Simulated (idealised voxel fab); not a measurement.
The following process module bears the name voxel tone inversion.
It is cross-section cut that appears here, measuring 275 nm in width, its square cells being 5 nm in size.
In this document a cross-section is written as a grid of square cells. It is given as a series of bands, listed from the top down, and a band is one or more rows of cells. Heads up on the band format: heights come first, top then bottom, in nm. After that it's the materials left to right, each with its width in nm. A single material flagged "everywhere" fills the whole band edge to edge, and "empty" means there's empty space there. Convention: height 0 is the level below which the wafer, as received, is all one material. The lowest band does not terminate at the bottom but continues downward, represented as "top 0, no bottom". Top row gets the first number, bottom row gets the second, and each row in between changes by the same step: that is how a band width like "30->40" works. The cross-section has no changed cell in any step marked "no modification". Each empty space that has no open way to the top and spans at least 8 cells appears under "Enclosed cavities" as width x height at distance, the distance counted from the left edge, all in nm. Post-settings text on a step line: simulator's own remark regarding the step. A step's line can hold "overlay nm"; with a mask on that step, the setting says how far right of the planned place the mask lay, while a negative setting says it lay to the left.

**These are the steps we planned for the process**
| 1 | op RECEIVE | material Si |
| 2 | op CONFORMAL_DEP | material SiN | thk nm 10 |
| 3 | op DIRECTIONAL_DEP | material polySi | thk nm 20 |
| 4 | op PATTERN | tone cover | mask id POSTS | material resist | width nm 25 | pitch nm 40 | thk nm 30 | overlay nm 0 |
| 5 | op DIRECTIONAL_ETCH | etch materials polySi | depth nm 20 |
| 6 | op STRIP | etch materials resist |
| 7 | op FILL_DEP | material lowk | thk nm 5 |
| 8 | op CMP | height nm 30 |
| 9 | op STRIP | etch materials polySi |

**On the first of the two wafers: run conducted according to plan**

**So this is the incoming wafer in cross-section - it's already been through step 1**
- top 0, no bottom: Si everywhere
- Enclosed cavities: none

**Wafer xsec, post step 2**
- top 10, bottom 0: SiN everywhere
- Unchanged below 0.

**Wafer xsec, post step 3**
- top 30, bottom 10: polySi everywhere
- Unchanged below 10.

**Wafer xsec, post step 4**
- top 60, bottom 30: empty: 85, resist: 25, empty: 15, resist: 25, empty: 15, resist: 25, empty: 85
- Unchanged below 30.

**Wafer xsec, post step 5**
- top 60, bottom 30: empty: 85, resist: 25, empty: 15, resist: 25, empty: 15, resist: 25, empty: 85
- top 30, bottom 10: empty: 85, polySi: 25, empty: 15, polySi: 25, empty: 15, polySi: 25, empty: 85
- Unchanged below 10.

**Wafer xsec, post step 6**
- top 30, bottom 10: empty: 85, polySi: 25, empty: 15, polySi: 25, empty: 15, polySi: 25, empty: 85
- Unchanged below 10.

**Wafer xsec, post step 7**
- top 35, bottom 30: lowk everywhere
- top 30, bottom 10: lowk: 85, polySi: 25, lowk: 15, polySi: 25, lowk: 15, polySi: 25, lowk: 85
- Unchanged below 10.

**Wafer xsec, post step 8**
- top 30, bottom 10: lowk: 85, polySi: 25, lowk: 15, polySi: 25, lowk: 15, polySi: 25, lowk: 85
- Unchanged below 10.

**Wafer xsec, post step 9**
- top 30, bottom 10: lowk: 85, empty: 25, lowk: 15, empty: 25, lowk: 15, empty: 25, lowk: 85
- Unchanged below 10.

**It is to be noted that the second wafer proceeded from the same initial state and according to the same plan as the first, although one mistake was committed in its execution; through step 2, inclusive, the two wafers share an identical history**

**Cross-section of the second wafer at the time step 3 of the plan should have ended**
- top 30, bottom 10: lowk everywhere
- Unchanged below 10.

**Cross-section of the second wafer at the time step 4 of the plan should have ended**
- top 60, bottom 30: empty: 85, resist: 25, empty: 15, resist: 25, empty: 15, resist: 25, empty: 85
- Unchanged below 30.

Cross-section of the second wafer at the time step 5 of the plan should have ended: no modification

**Cross-section of the second wafer at the time step 6 of the plan should have ended**
- top 30, bottom 10: lowk everywhere
- Unchanged below 10.

**Cross-section of the second wafer at the time step 7 of the plan should have ended**
- top 35, bottom 10: lowk everywhere
- Unchanged below 10.

**Cross-section of the second wafer at the time step 8 of the plan should have ended**
- top 30, bottom 10: lowk everywhere
- Unchanged below 10.

Cross-section of the second wafer at the time step 9 of the plan should have ended: no modification
Run error: planned and actual differ for step 3; actual: op DIRECTIONAL_DEP | material lowk | thk nm 20
Final cells, second wafer relative to first, materials higher or lower: lowk: 60 more
